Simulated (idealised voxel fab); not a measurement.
Process module heading - voxel lift off
FYI the section here is cut, 225 nm wide, cells are 5 nm squares.
Cross-section spec: square-cell grid; bands listed top down; each band is one or more rows.
First you get the band's top height and its bottom height, in nm, and then the materials it's made of, left to right, with each width in nm. If you see a single material with "all across", that one covers the band edge to edge. "empty" is empty space.
Measure heights from 0. That's the level where, below it, the as-received wafer is all one material. The lowest band is bottomless and extends downward; write it as in "0..down".
Top row gets the first number, bottom row gets the second, and each row in between changes by the same step: that is how a band width like "30 to 40" works.
Reading "no modifications" for a step: not a cell of the cross-section changed in it.
Closed empty spaces (no open way to the top) of 8 cells or more are what "Closed void table" lists, each as width x height at distance from the left edge, nm for all three.
What comes after the settings on a step's line is commentary from the simulator itself on that step.
"overlay nm", when on a step's line for a step with a mask, measures how far to the right of its planned place the mask lay; a negative measure means to the left.

The planned process steps are enumerated hereunder
| 1 | RECEIVE: material Si |
| 2 | CONFORMAL_DEP: material Al2O3, thk nm 15 |
| 3 | PATTERN: tone open, mask id LINES, material resist, width nm 25, pitch nm 40, thk nm 25, overlay nm 0 |
| 4 | DIRECTIONAL_DEP: material Ru, thk nm 15 |
| 5 | STRIP: etch materials resist |
| 6 | CONFORMAL_DEP: material SiN, thk nm 5 |

As received (post step 1): cross-section
0..down = Si all across
Closed void table: none

Module complete - cross-section of the first of two wafers, run according to plan
35..30 = empty (75) | SiN (35) | empty (5) | SiN (35) | empty (75)
30..20 = empty (75) | SiN (5) | Ru (25) | SiN (5) | empty (5) | SiN (5) | Ru (25) | SiN (5) | empty (75)
20..15 = SiN (80) | Ru (25) | SiN (15) | Ru (25) | SiN (80)
15..0 = Al2O3 all across
0..down = Si all across
Closed void table: none

Wafer two, end of module, cross-section. Same start, same plan as wafer one. One mistake in the run
20..15 = SiN all across
15..0 = Al2O3 all across
0..down = Si all across
Closed void table: none
What was the processing mistake? plan step 4 skipped
Materials where the second wafer ends with more or fewer cells than the first: -30 Ru; -12 SiN
